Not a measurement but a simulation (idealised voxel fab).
process module | voxel released beams
cross-section cut | 245 nm wide | cells 5 nm
A cross-section is a grid of square cells, given in bands from the top down. A band is one or more rows of cells.
Each band's line starts with the height of the band's top and of its bottom, in nm. Then come its materials from left to right, each with its width in nm. One material with "throughout" fills the band from edge to edge. "air" is empty space.
Height 0 is the level under which the wafer as received is all one material. The lowest band goes on downwards, as in "0 down".
A width such as "30 to 40" changes by the same amount from each row of cells to the next, from the band's top row to its bottom row.
"no change" after a step means that no cell of the cross-section changed.
closed voids: empty space of 8 cells or more with no open way to the top, each as width x height at its distance from the left edge, in nm
after a step's settings: what the simulator itself notes on the step
overlay nm, on a step with a mask: how far to the right of its planned place the mask lay; to the left if negative
plan
1 op RECEIVE | material Si
2 op CONFORMAL_DEP | material Al2O3 | thk nm 5
3 op DIRECTIONAL_DEP | material SiO2 | thk nm 15
4 op DIRECTIONAL_DEP | material aC | thk nm 10
5 op PATTERN | tone open | mask id ANCHOR | material resist | width nm 25 | thk nm 30 | overlay nm 0
6 op DIRECTIONAL_ETCH | etch materials aC | depth nm 10
7 op STRIP | etch materials resist
8 op DIRECTIONAL_ETCH | etch materials SiO2 | depth nm 15
9 op STRIP | etch materials aC
10 op CONFORMAL_DEP | material polySi | thk nm 10
11 op DIRECTIONAL_DEP | material aC | thk nm 15
12 op PATTERN | tone cover | mask id BEAM | material resist | width nm 80 | thk nm 30 | overlay nm 0
13 op DIRECTIONAL_ETCH | etch materials aC | depth nm 15
14 op STRIP | etch materials resist
15 op DIRECTIONAL_ETCH | etch materials polySi | depth nm 10
16 op STRIP | etch materials aC
17 op STRIP | etch materials SiO2
as received, after step 1
  0 down: Si throughout
  closed voids: none
first wafer at the end, as planned
  30 to 20: air 80 | polySi 15 | air 5 | polySi 60 | air 85
  20 to 15: air 85 | polySi 10 | air 5 | polySi 10 | air 135
  15 to 5: air 85 | polySi 25 | air 135
  5 to 0: Al2O3 throughout
  0 down: Si throughout
  closed voids: none
second wafer at the end: like start, like plan, one mistake
  30 to 20: air 80 | polySi 40 | air 125
  20 to 15: air 75 | polySi 10 | SiO2 25 | polySi 10 | air 125
  15 to 5: air 75 | polySi 10 | SiO2 25 | polySi 50 | air 85
  5 to 0: Al2O3 throughout
  0 down: Si throughout
  closed voids: none
what went wrong: step 5 ran as: op PATTERN | tone cover | mask id ANCHOR | material resist | width nm 25 | thk nm 30 | overlay nm 0
at the end the second wafer has, in cells: 15 more of SiO2
